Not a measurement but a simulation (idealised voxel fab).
The following is a process module called voxel self aligned contacts.
This is section cut - it's 205 nm across, gridded in 5 nm square cells.
When this document writes out a cross-section, it uses a grid of square cells and lists it as bands, beginning at the top and moving down, with a band standing for one or more rows of cells.
Basically the band line says how high the top is and how high the bottom is, in nm, and then what's in it from left to right, every material with its width in nm. Empty space shows up as "air", and if a single material carries "full width" it runs the full band edge to edge.
Height reference: 0 = level under which incoming wafer is all one material. Lowest band: no bottom, runs on downward, e.g. "from 0 down".
It should be noted that a width expressed as "30 to 40" varies in equal increments from row to row of cells within the band, taking the value of the first number at the top row and that of the second number at the bottom row.
Where the words "nothing changed" appear for a step, the cross-section shows no cell changed by that step; every cell remained as before.
Basically, "Internal closed voids" tells you about the enclosed voids: empty spaces with no open way to the top, 8 cells or bigger, each written width x height at distance, where distance is from the left edge, all in nm.
It should be noted that, on the line of a given step, the content following the step's settings is a remark produced by the simulator itself with respect to that step.
When a step includes a mask, the "overlay nm" setting on its line states how far to the right of its planned place that mask lay, and negative values state how far to the left.
### The process steps that were planned are listed below
- 1: RECEIVE | material Si
- 2: OXIDIZE | depth nm 5
- 3: DIRECTIONAL_DEP | material polySi | thk nm 20
- 4: DIRECTIONAL_DEP | material SiN | thk nm 25
- 5: MASKED_ETCH | tone cover | mask id GATE | width nm 30 | pitch nm 65 | etch materials SiN | depth nm 25 | overlay nm 0
- 6: MASKED_ETCH | tone cover | mask id GATE | width nm 30 | pitch nm 65 | etch materials polySi | depth nm 20 | overlay nm 0
- 7: CONFORMAL_DEP | material SiN | thk nm 10
- 8: DIRECTIONAL_ETCH | etch materials SiN | depth nm 10
- 9: FILL_DEP | material SiO2 | thk nm 20
- 10: CMP | height nm 55
- 11: DIRECTIONAL_DEP | material aC | thk nm 15
- 12: PATTERN | tone open | mask id CONTACT | material resist | width nm 45 | thk nm 30 | overlay nm 0
- 13: DIRECTIONAL_ETCH | etch materials aC | depth nm 15
- 14: STRIP | etch materials resist
- 15: DIRECTIONAL_ETCH | etch materials SiO2 | depth nm 60
- 16: STRIP | etch materials aC
- 17: CONFORMAL_DEP | material TiN | thk nm 5
- 18: FILL_DEP | material Ru | thk nm 5
- 19: CMP | height nm 55
- 20: CONFORMAL_DEP | material SiCN | thk nm 5
### This is the cross-section of the wafer as we received it, i.e. after step 1
> from 0 down: Si full width
> Internal closed voids: none
### Wafer cross-section at module end: first of two, run to plan
> from 60 to 55: SiCN full width
> from 55 to 45: SiO2 80, TiN 5 to 20, Ru 35 to 5, TiN 5 to 20, SiO2 80
> from 45 to 20: SiO2 45, SiN 50, TiN 5, Ru 5, TiN 5, SiN 50, SiO2 45
> from 20 to 0: SiO2 45, SiN 10, polySi 30, SiN 10, TiN 5, Ru 5, TiN 5, SiN 10, polySi 30, SiN 10, SiO2 45
> from 0 to -5: SiO2 95, TiN 15, SiO2 95
> from -5 down: Si full width
> Internal closed voids: none
### End of module, second wafer, cross-section. Started like the first, planned like the first, run with one mistake
> from 60 to 55: SiCN full width
> from 55 to 50: SiO2 45, SiN 50, TiN 5, Ru 5, TiN 5, SiN 50, SiO2 45
> from 50 to 45: SiO2 45, SiN 50, TiN 15, SiN 50, SiO2 45
> from 45 to 20: SiN full width
> from 20 to 0: polySi full width
> from 0 to -5: SiO2 full width
> from -5 down: Si full width
> Internal closed voids: none
what went wrong: yeah, plan step 4 got run twice
Wrapping up, a cell-based count of both wafers puts the second over or under the first for these materials: -16 Ru; +113 SiN; -187 SiO2; -26 TiN; +116 polySi
